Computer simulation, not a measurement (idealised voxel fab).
process module | voxel ribs on slabs
Section cut is 275 nm wide and gridded with 5 nm square cells.
Heads up, the way a cross-section reads in here is a grid of square cells, handed over as bands from the top down, with every band being one or more rows of cells. What a band's entry tells you: where the top is and where the bottom is, as heights in nm, and after that what lies inside, material by material from left to right, each with its width in nm. Empty space is written as the word "blank", and a single material marked with the word "everywhere" occupies the band from edge to edge. Heights from 0 (as-received wafer is one material below). Bottom band endless downward, as "from 0 down". Note: "30->40" means the width goes from the first number (top row of the band) to the second number (bottom row) in equal steps per row of cells. Given "changes: none" for a step, no cell of the cross-section differs between before and after that step. The entry titled "Closed cavity list" provides the empty spaces that have no open way to the top, restricted to those of 8 cells or more. Each is presented as width x height at distance, the distance being measured from the left edge, with all three in nm. Where a step's line continues beyond its settings, the continuation is a remark by the simulator itself on that step. The "overlay nm" setting may appear on a step's line; for a step that uses a mask, it gives how far to the right of its planned position the mask lay, and a negative value indicates the left.

This section lists the process steps that were planned:
1. op RECEIVE | material Si
2. op DIRECTIONAL_DEP | material SiO2 | thk nm 30
3. op DIRECTIONAL_DEP | material SiN | thk nm 20
4. op DIRECTIONAL_DEP | material aC | thk nm 15
5. op PATTERN | tone cover | mask id RIB | material resist | width nm 30 | thk nm 35 | overlay nm 0
6. op DIRECTIONAL_ETCH | etch materials aC | depth nm 15
7. op STRIP | etch materials resist
8. op DIRECTIONAL_ETCH | etch materials SiN | depth nm 5
9. op STRIP | etch materials aC
10. op DIRECTIONAL_DEP | material aC | thk nm 10
11. op PATTERN | tone cover | mask id SLAB | material resist | width nm 80 | thk nm 30 | overlay nm 0
12. op DIRECTIONAL_ETCH | etch materials aC | depth nm 10
13. op STRIP | etch materials resist
14. op DIRECTIONAL_ETCH | etch materials SiN | depth nm 15
15. op STRIP | etch materials aC
16. op FILL_DEP | material SiO2 | thk nm 25
17. op CMP | height nm 65
18. op DIRECTIONAL_DEP | material TiN | thk nm 5
19. op PATTERN | tone cover | mask id HEATER | material resist | width nm 40 | thk nm 20 | overlay nm 0
20. op DIRECTIONAL_ETCH | etch materials TiN | depth nm 5
21. op STRIP | etch materials resist
22. op CONFORMAL_DEP | material SiO2 | thk nm 10

Cross-section, incoming material, after step 1:
* from 0 down  Si everywhere
* Closed cavity list: none

Starting structure and process plan are as shown above, but one mistake was made in running the module; the wafer cross-section at the end of the module follows:
* from 80 to 75  blank=105 / SiO2=60 / blank=110
* from 75 to 70  SiO2 everywhere
* from 70 to 65  SiO2=115 / TiN=40 / SiO2=120
* from 65 to 60  SiO2=95 / SiN=80 / SiO2=100
* from 60 to 0  SiO2 everywhere
* from 0 down  Si everywhere
* Closed cavity list: none
What broke from the plan during processing? step 2 of the plan saw execution twice
